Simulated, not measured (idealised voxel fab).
Proc. module: voxel air gaps
Section cut is 285 nm wide and gridded with 5 nm square cells.
Cross-section, as written here: a square-cell grid given band by band from the top down, where a band holds one or more rows of cells. Per band: top height and bottom height in nm, followed by the left-to-right materials and their widths in nm; "edge to edge" marks a single material spanning edge to edge, "blank" marks empty space. Height reference: 0 = level under which incoming wafer is all one material. Lowest band: no bottom, runs on downward, e.g. "0 nm and below". Width: "30..40" (first number = top row, second number = bottom row, same change from row to row of cells). "everything unchanged" (step): cross-section cells unchanged, all of them. The entry "Tabulated closed voids" lists the empty spaces that cover at least 8 cells and have no open path to the top. Each is written as width x height at distance, where the distance is measured from the left edge and all three values are in nm. Whatever follows a step's settings on its line is a remark the simulator itself makes about that step. overlay nm: right-of-plan distance of the mask on a masked step; negative values mean left-of-plan.

## These are the steps we planned for the process
1,RECEIVE, material Si
2,CONFORMAL_DEP, material SiO2, thk nm 10
3,CONFORMAL_DEP, material SiN, thk nm 5
4,DIRECTIONAL_DEP, material lowk, thk nm 40
5,PATTERN, tone open, mask id LINES, material resist, width nm 15, pitch nm 45, thk nm 15, overlay nm 0
6,DIRECTIONAL_ETCH, etch materials lowk, depth nm 40
7,STRIP, etch materials resist
8,CONFORMAL_DEP, material TiN, thk nm 5
9,FILL_DEP, material W, thk nm 5
10,CMP, height nm 55
11,EPI, material Ru, thk nm 10
12,SELECTIVE_ETCH, etch materials lowk, depth nm 50
13,CONFORMAL_DEP, material SiN, thk nm 5

## First of two wafers: run as planned

## Wafer as received: cross-section following step 1
  0 nm and below: Si edge to edge
  Tabulated closed voids: none

## Take a look at the wafer's cross-section after step 2
  10 nm to 0 nm: SiO2 edge to edge
  Note: structure below 0 unchanged.

## Take a look at the wafer's cross-section after step 3
  15 nm to 10 nm: SiN edge to edge
  Note: structure below 10 unchanged.

## Take a look at the wafer's cross-section after step 4
  55 nm to 15 nm: lowk edge to edge
  Note: structure below 15 unchanged.

## Take a look at the wafer's cross-section after step 5
  70 nm to 55 nm: resist 90 / blank 15 / resist 30 / blank 15 / resist 30 / blank 15 / resist 90
  Note: structure below 55 unchanged.

## Take a look at the wafer's cross-section after step 6
  70 nm to 55 nm: resist 90 / blank 15 / resist 30 / blank 15 / resist 30 / blank 15 / resist 90
  55 nm to 15 nm: lowk 90 / blank 15 / lowk 30 / blank 15 / lowk 30 / blank 15 / lowk 90
  Note: structure below 15 unchanged.

## Take a look at the wafer's cross-section after step 7
  55 nm to 15 nm: lowk 90 / blank 15 / lowk 30 / blank 15 / lowk 30 / blank 15 / lowk 90
  Note: structure below 15 unchanged.

## Take a look at the wafer's cross-section after step 8
  60 nm to 55 nm: TiN 95 / blank 5 / TiN 40 / blank 5 / TiN 40 / blank 5 / TiN 95
  55 nm to 20 nm: lowk 90 / TiN 5 / blank 5 / TiN 5 / lowk 30 / TiN 5 / blank 5 / TiN 5 / lowk 30 / TiN 5 / blank 5 / TiN 5 / lowk 90
  20 nm to 15 nm: lowk 90 / TiN 15 / lowk 30 / TiN 15 / lowk 30 / TiN 15 / lowk 90
  Note: structure below 15 unchanged.

## Take a look at the wafer's cross-section after step 9
  65 nm to 60 nm: W edge to edge
  60 nm to 55 nm: TiN 95 / W 5 / TiN 40 / W 5 / TiN 40 / W 5 / TiN 95
  55 nm to 20 nm: lowk 90 / TiN 5 / W 5 / TiN 5 / lowk 30 / TiN 5 / W 5 / TiN 5 / lowk 30 / TiN 5 / W 5 / TiN 5 / lowk 90
  Note: structure below 20 unchanged.

## Take a look at the wafer's cross-section after step 10
  55 nm to 20 nm: lowk 90 / TiN 5 / W 5 / TiN 5 / lowk 30 / TiN 5 / W 5 / TiN 5 / lowk 30 / TiN 5 / W 5 / TiN 5 / lowk 90
  Note: structure below 20 unchanged.

## Take a look at the wafer's cross-section after step 11
  65 nm to 55 nm: blank 80 / Ru 35 / blank 10 / Ru 35 / blank 10 / Ru 35 / blank 80
  Note: structure below 55 unchanged.

## Take a look at the wafer's cross-section after step 12
  65 nm to 55 nm: blank 80 / Ru 35 / blank 10 / Ru 35 / blank 10 / Ru 35 / blank 80
  55 nm to 20 nm: blank 90 / TiN 5 / W 5 / TiN 5 / blank 30 / TiN 5 / W 5 / TiN 5 / blank 30 / TiN 5 / W 5 / TiN 5 / blank 90
  20 nm to 15 nm: blank 90 / TiN 15 / blank 30 / TiN 15 / blank 30 / TiN 15 / blank 90
  Note: structure below 15 unchanged.

## Take a look at the wafer's cross-section after step 13
  70 nm to 65 nm: blank 75 / SiN 135 / blank 75
  65 nm to 55 nm: blank 75 / SiN 5 / Ru 35 / SiN 10 / Ru 35 / SiN 10 / Ru 35 / SiN 5 / blank 75
  55 nm to 50 nm: blank 75 / SiN 15 / TiN 5 / W 5 / TiN 5 / SiN 30 / TiN 5 / W 5 / TiN 5 / SiN 30 / TiN 5 / W 5 / TiN 5 / SiN 15 / blank 75
  50 nm to 20 nm: blank 85 / SiN 5 / TiN 5 / W 5 / TiN 5 / SiN 5 / blank 20 / SiN 5 / TiN 5 / W 5 / TiN 5 / SiN 5 / blank 20 / SiN 5 / TiN 5 / W 5 / TiN 5 / SiN 5 / blank 85
  20 nm to 15 nm: SiN 90 / TiN 15 / SiN 30 / TiN 15 / SiN 30 / TiN 15 / SiN 90
  Note: structure below 15 unchanged.
  Tabulated closed voids: 20 x 30 at 110; 20 x 30 at 155

## The second wafer: identical to the first at the outset and in its planned sequence, differing only in that one mistake was made during processing; up to and including step 2, its path is the first wafer's path

## Look at the second wafer in cross-section at the time step 3 ought to have finished
  25 nm to 10 nm: SiN edge to edge
  Note: structure below 10 unchanged.

## Look at the second wafer in cross-section at the time step 4 ought to have finished
  65 nm to 25 nm: lowk edge to edge
  Note: structure below 25 unchanged.

## Look at the second wafer in cross-section at the time step 5 ought to have finished
  80 nm to 65 nm: resist 90 / blank 15 / resist 30 / blank 15 / resist 30 / blank 15 / resist 90
  Note: structure below 65 unchanged.

## Look at the second wafer in cross-section at the time step 6 ought to have finished
  80 nm to 65 nm: resist 90 / blank 15 / resist 30 / blank 15 / resist 30 / blank 15 / resist 90
  65 nm to 25 nm: lowk 90 / blank 15 / lowk 30 / blank 15 / lowk 30 / blank 15 / lowk 90
  Note: structure below 25 unchanged.

## Look at the second wafer in cross-section at the time step 7 ought to have finished
  65 nm to 25 nm: lowk 90 / blank 15 / lowk 30 / blank 15 / lowk 30 / blank 15 / lowk 90
  Note: structure below 25 unchanged.

## Look at the second wafer in cross-section at the time step 8 ought to have finished
  70 nm to 65 nm: TiN 95 / blank 5 / TiN 40 / blank 5 / TiN 40 / blank 5 / TiN 95
  65 nm to 30 nm: lowk 90 / TiN 5 / blank 5 / TiN 5 / lowk 30 / TiN 5 / blank 5 / TiN 5 / lowk 30 / TiN 5 / blank 5 / TiN 5 / lowk 90
  30 nm to 25 nm: lowk 90 / TiN 15 / lowk 30 / TiN 15 / lowk 30 / TiN 15 / lowk 90
  Note: structure below 25 unchanged.

## Look at the second wafer in cross-section at the time step 9 ought to have finished
  75 nm to 70 nm: W edge to edge
  70 nm to 65 nm: TiN 95 / W 5 / TiN 40 / W 5 / TiN 40 / W 5 / TiN 95
  65 nm to 30 nm: lowk 90 / TiN 5 / W 5 / TiN 5 / lowk 30 / TiN 5 / W 5 / TiN 5 / lowk 30 / TiN 5 / W 5 / TiN 5 / lowk 90
  Note: structure below 30 unchanged.

## Look at the second wafer in cross-section at the time step 10 ought to have finished
  55 nm to 30 nm: lowk 90 / TiN 5 / W 5 / TiN 5 / lowk 30 / TiN 5 / W 5 / TiN 5 / lowk 30 / TiN 5 / W 5 / TiN 5 / lowk 90
  Note: structure below 30 unchanged.

## Look at the second wafer in cross-section at the time step 11 ought to have finished
  65 nm to 55 nm: blank 80 / Ru 35 / blank 10 / Ru 35 / blank 10 / Ru 35 / blank 80
  Note: structure below 55 unchanged.

## Look at the second wafer in cross-section at the time step 12 ought to have finished
  65 nm to 55 nm: blank 80 / Ru 35 / blank 10 / Ru 35 / blank 10 / Ru 35 / blank 80
  55 nm to 30 nm: blank 90 / TiN 5 / W 5 / TiN 5 / blank 30 / TiN 5 / W 5 / TiN 5 / blank 30 / TiN 5 / W 5 / TiN 5 / blank 90
  30 nm to 25 nm: blank 90 / TiN 15 / blank 30 / TiN 15 / blank 30 / TiN 15 / blank 90
  Note: structure below 25 unchanged.

## Look at the second wafer in cross-section at the time step 13 ought to have finished
  70 nm to 65 nm: blank 75 / SiN 135 / blank 75
  65 nm to 55 nm: blank 75 / SiN 5 / Ru 35 / SiN 10 / Ru 35 / SiN 10 / Ru 35 / SiN 5 / blank 75
  55 nm to 50 nm: blank 75 / SiN 15 / TiN 5 / W 5 / TiN 5 / SiN 30 / TiN 5 / W 5 / TiN 5 / SiN 30 / TiN 5 / W 5 / TiN 5 / SiN 15 / blank 75
  50 nm to 30 nm: blank 85 / SiN 5 / TiN 5 / W 5 / TiN 5 / SiN 5 / blank 20 / SiN 5 / TiN 5 / W 5 / TiN 5 / SiN 5 / blank 20 / SiN 5 / TiN 5 / W 5 / TiN 5 / SiN 5 / blank 85
  30 nm to 25 nm: SiN 90 / TiN 15 / SiN 30 / TiN 15 / SiN 30 / TiN 15 / SiN 90
  Note: structure below 25 unchanged.
  Tabulated closed voids: 20 x 20 at 110; 20 x 20 at 155
Heads up, the wafer didn't run the way we planned it: step 3 deviated from plan and actually ran as CONFORMAL_DEP, material SiN, thk nm 15
Count the cells at the end and the second wafer has more or fewer of some materials than the first: SiN +102, TiN -12, W -6
